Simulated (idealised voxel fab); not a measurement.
Module name: voxel ribs on slabs (process module)
It is cross-section cut that appears here, measuring 270 nm in width, its square cells being 5 nm in size.
Square cells in a grid make up a cross-section in this document, and the grid is given as bands, listed from the top down, each one or more rows of cells.
Heights first: top, then bottom, in nm. Then materials, left to right, each with a width in nm. "everywhere" on a single material: fills the band edge to edge. "air": empty space.
All heights in this document are referenced to 0, defined as the level beneath which the wafer, as received, consists entirely of one material. The lowest band is not bounded below; it extends indefinitely downward and is written in the form "0 down".
With a width like "30 to 40", each row of cells in the band differs from the next by the same amount, the top row carrying the first number and the bottom row the second.
"no change" -> step changed no cross-section cell.
"Sealed cavities" contains a list of empty spaces, each no smaller than 8 cells and without an open way to the top, written in the form width x height at distance with the distance from the left edge and all three in nm.
What comes after the settings on a step's line is commentary from the simulator itself on that step.
When a step includes a mask, the "overlay nm" setting on its line states how far to the right of its planned place that mask lay, and negative values state how far to the left.
STEPS PLANNED FOR THE PROCESS
1,RECEIVE | material Si
2,DIRECTIONAL_DEP | material SiO2 | thk nm 30
3,DIRECTIONAL_DEP | material SiN | thk nm 20
4,MASKED_ETCH | tone cover | mask id RIB | width nm 20 | etch materials SiN | depth nm 15 | overlay nm 0
5,MASKED_ETCH | tone cover | mask id SLAB | width nm 50 | etch materials SiN | depth nm 5 | overlay nm 0
6,FILL_DEP | material SiO2 | thk nm 20
7,CMP | height nm 65
8,DIRECTIONAL_DEP | material TiN | thk nm 5
9,DIRECTIONAL_DEP | material aC | thk nm 15
10,PATTERN | tone cover | mask id HEATER | material resist | width nm 30 | thk nm 35 | overlay nm 0
11,DIRECTIONAL_ETCH | etch materials aC | depth nm 15
12,STRIP | etch materials resist
13,DIRECTIONAL_ETCH | etch materials TiN | depth nm 5
14,STRIP | etch materials aC
15,CONFORMAL_DEP | material SiO2 | thk nm 5
Among the wafers covered here, the point of difference is the thk nm at step 8; their starting state is shared, and the plan presents the value of the first wafer.
AFTER STEP 1, AS RECEIVED: FIRST OF SEVERAL WAFERS, CROSS-SECTION
	0 down = Si everywhere
	Sealed cavities: none
PER WAFER, END OF MODULE: CELLS GAINED (+) OR LOST (-) PER MATERIAL SINCE RECEIPT, THEN CLOSED VOIDS
thk nm 5; +22 SiN; +736 SiO2; +6 TiN; Sealed cavities: none
thk nm 10; +22 SiN; +736 SiO2; +60 TiN; Sealed cavities: none
thk nm 15; +22 SiN; +736 SiO2; +114 TiN; Sealed cavities: none
thk nm 20; +22 SiN; +736 SiO2; +168 TiN; Sealed cavities: none
